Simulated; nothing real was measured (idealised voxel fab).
voxel double patterning: a process module
Square cell edge 5 nm, section width 180 nm, ID cut.
Reading order for cross-sections: top band down to bottom band. Underlying form: a grid of square cells. Band size: one or more rows of cells.
In this notation a band is specified by the heights of its top and bottom, in that order and in nm, after which its materials appear from left to right, each paired with its width in nm. The word "all across" attached to a single material means that material fills the band from edge to edge; the word "air" stands for empty space.
A quick word on heights: they are counted from 0, and under that level the wafer as it came to us is one material throughout. The lowest band is different from the rest in having no bottom; it simply continues downward, written as in "from 0 down".
Graded width ("30 to 40"): value in top row of band = first number; value in bottom row = second number; row-to-row change constant.
No cell of the cross-section changed in a step that is given as "no change occurred".
So "Closed void entries" is basically the list of trapped voids: any empty space of 8 cells or more that can't reach the top through an opening. They're written width x height at distance, the distance being from the left edge, and it's all nm.
Read whatever lies past the settings on a step's line as the simulator's own remark about the step.
A step's line can hold "overlay nm"; with a mask on that step, the setting says how far right of the planned place the mask lay, while a negative setting says it lay to the left.

### So here's the lineup of process steps we planned
| 1 | RECEIVE [material Si] |
| 2 | CONFORMAL_DEP [material SiO2] [thk nm 10] |
| 3 | DIRECTIONAL_DEP [material polySi] [thk nm 10] |
| 4 | DIRECTIONAL_DEP [material SiCN] [thk nm 5] |
| 5 | MASKED_ETCH [tone open] [mask id FIRST] [width nm 15] [pitch nm 50] [etch materials SiCN] [depth nm 5] [overlay nm 0] |
| 6 | MASKED_ETCH [tone open] [mask id SECOND] [width nm 15] [etch materials SiCN] [depth nm 5] [overlay nm 0] |
| 7 | DIRECTIONAL_ETCH [etch materials polySi] [depth nm 10] |
| 8 | STRIP [etch materials SiCN] |
Among the wafers covered here, the point of difference is the width nm at step 6; their starting state is shared, and the plan presents the value of the first wafer.

### Cross-section of the first incoming wafer of several, state after step 1
    from 0 down | Si all across
    Closed void entries: none

### Cross-section, first of several wafers, end of module, after last step 8
    from 20 to 10 | polySi: 55; air: 15; polySi: 10; air: 15; polySi: 10; air: 15; polySi: 60
    from 10 to 0 | SiO2 all across
    from 0 down | Si all across
    Closed void entries: none

### End of module, last wafer sectioned
    from 20 to 10 | polySi: 55; air: 15; polySi: 5; air: 45; polySi: 60
    from 10 to 0 | SiO2 all across
    from 0 down | Si all across
    Closed void entries: none

### Rows = wafers. At module end, each row lists per material the cells gained (+) or lost (-) since the wafer was received, then the closed voids
width nm 15, +72 SiO2, +54 polySi, Closed void entries: none
width nm 20, +72 SiO2, +52 polySi, Closed void entries: none
width nm 25, +72 SiO2, +50 polySi, Closed void entries: none
width nm 30, +72 SiO2, +48 polySi, Closed void entries: none
